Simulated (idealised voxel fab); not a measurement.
process module | voxel transistor to metal
cross-section cut | 140 nm wide | cells 5 nm
A cross-section is a grid of square cells, given in bands from the top down. A band is one or more rows of cells.
Each band's line starts with the height of the band's top and of its bottom, in nm. Then come its materials from left to right, each with its width in nm. One material with "throughout" fills the band from edge to edge. "air" is empty space.
Height 0 is the level under which the wafer as received is all one material. The lowest band goes on downwards, as in "0 down".
A width such as "30 to 40" changes by the same amount from each row of cells to the next, from the band's top row to its bottom row.
"no change" after a step means that no cell of the cross-section changed.
closed voids: empty space of 8 cells or more with no open way to the top, each as width x height at its distance from the left edge, in nm
after a step's settings: what the simulator itself notes on the step
overlay nm, on a step with a mask: how far to the right of its planned place the mask lay; to the left if negative
plan
1 op RECEIVE | material Si
2 op OXIDIZE | depth nm 5
3 op CONFORMAL_DEP | material SiN | thk nm 15
4 op MASKED_ETCH | tone cover | mask id ACTIVE | width nm 110 | etch materials SiN | depth nm 15 | overlay nm 0
5 op MASKED_ETCH | tone cover | mask id ACTIVE | width nm 110 | etch materials SiO2 | depth nm 5 | overlay nm 0
6 op MASKED_ETCH | tone cover | mask id ACTIVE | width nm 110 | etch materials Si | depth nm 35 | overlay nm 0
7 op FILL_DEP | material SiO2 | thk nm 5
8 op CMP | height nm 15
9 op SELECTIVE_ETCH | etch materials SiO2 | depth nm 10
10 op STRIP | etch materials SiN
11 op SELECTIVE_ETCH | etch materials SiO2 | depth nm 5
12 op OXIDIZE | depth nm 5
13 op DIRECTIONAL_DEP | material polySi | thk nm 30
14 op DIRECTIONAL_DEP | material SiCN | thk nm 15
15 op DIRECTIONAL_DEP | material aC | thk nm 10
16 op PATTERN | tone cover | mask id GATE | material resist | width nm 20 | thk nm 25 | overlay nm 0
17 op DIRECTIONAL_ETCH | etch materials aC | depth nm 10
18 op STRIP | etch materials resist
19 op DIRECTIONAL_ETCH | etch materials SiCN | depth nm 25
20 op DIRECTIONAL_ETCH | etch materials polySi | depth nm 40
21 op STRIP | etch materials aC
22 op CONFORMAL_DEP | material SiO2 | thk nm 5
23 op DIRECTIONAL_ETCH | etch materials SiO2 | depth nm 5
24 op CONFORMAL_DEP | material SiN | thk nm 5
25 op DIRECTIONAL_ETCH | etch materials SiN | depth nm 5
26 op DIRECTIONAL_ETCH | etch materials SiO2 | depth nm 5
27 op DIRECTIONAL_ETCH | etch materials Si | depth nm 10
28 op EPI | material SiGe | thk nm 15
29 op FILL_DEP | material SiO2 | thk nm 5
30 op CMP | height nm 40
31 op DIRECTIONAL_DEP | material SiO2 | thk nm 15
32 op DIRECTIONAL_DEP | material aC | thk nm 15
33 op PATTERN | tone open | mask id CONTACT | material resist | width nm 20 | pitch nm 80 | thk nm 30 | overlay nm 0
34 op DIRECTIONAL_ETCH | etch materials aC | depth nm 15
35 op STRIP | etch materials resist
36 op DIRECTIONAL_ETCH | etch materials SiO2 | depth nm 50
37 op STRIP | etch materials aC
38 op CONFORMAL_DEP | material TiN | thk nm 5
39 op FILL_DEP | material Ru | thk nm 10
40 op CMP | height nm 55
41 op CONFORMAL_DEP | material SiCN | thk nm 5
42 op DIRECTIONAL_DEP | material SiO2 | thk nm 15
43 op DIRECTIONAL_DEP | material aC | thk nm 15
44 op PATTERN | tone open | mask id METAL_1 | material resist | width nm 20 | pitch nm 80 | thk nm 35 | overlay nm 0
45 op DIRECTIONAL_ETCH | etch materials aC | depth nm 15
46 op STRIP | etch materials resist
47 op DIRECTIONAL_ETCH | etch materials SiO2 | depth nm 15
48 op DIRECTIONAL_ETCH | etch materials SiCN | depth nm 5
49 op STRIP | etch materials aC
50 op CONFORMAL_DEP | material TiN | thk nm 5
51 op FILL_DEP | material W | thk nm 10
52 op CMP | height nm 75
53 op CONFORMAL_DEP | material SiCN | thk nm 5
as received, after step 1
  0 down: Si throughout
  closed voids: none
a wafer at the end: this start, this plan, one mistake
  80 to 75: SiCN throughout
  75 to 60: SiO2 20 | TiN 5 | W 10 | TiN 5 | SiO2 60 | TiN 5 | W 10 | TiN 5 | SiO2 20
  60 to 55: SiCN 20 | TiN 20 | SiCN 60 | TiN 20 | SiCN 20
  55 to 40: SiO2 20 | TiN 5 | SiCN 10 | TiN 5 | SiO2 60 | TiN 5 | SiCN 10 | TiN 5 | SiO2 20
  40 to 25: SiO2 20 | TiN 5 | SiCN 10 | TiN 5 | SiO2 10 | SiN 5 | SiO2 5 | SiCN 20 | SiO2 5 | SiN 5 | SiO2 10 | TiN 5 | SiCN 10 | TiN 5 | SiO2 20
  25 to 10: SiO2 20 | TiN 5 | SiCN 10 | TiN 5 | SiO2 10 | SiN 5 | SiO2 5 | polySi 20 | SiO2 5 | SiN 5 | SiO2 10 | TiN 5 | SiCN 10 | TiN 5 | SiO2 20
  10 to 5: SiO2 20 | TiN 20 | SiO2 10 | SiN 5 | SiO2 5 | polySi 20 | SiO2 5 | SiN 5 | SiO2 10 | TiN 20 | SiO2 20
  5 to 0: SiO2 15 | SiGe 35 | SiN 5 | SiO2 5 | polySi 20 | SiO2 5 | SiN 5 | SiGe 35 | SiO2 15
  0 to -5: SiO2 15 | SiN 5 | SiGe 30 | SiN 5 | SiO2 5 | polySi 20 | SiO2 5 | SiN 5 | SiGe 30 | SiN 5 | SiO2 15
  -5 to -10: SiO2 20 | SiGe 30 | SiO2 40 | SiGe 30 | SiO2 20
  -10 to -20: SiO2 15 | Si 5 | SiGe 30 | Si 40 | SiGe 30 | Si 5 | SiO2 15
  -20 to -40: SiO2 15 | Si 110 | SiO2 15
  -40 down: Si throughout
  closed voids: none
what went wrong: step 39 ran as: op FILL_DEP | material SiCN | thk nm 10
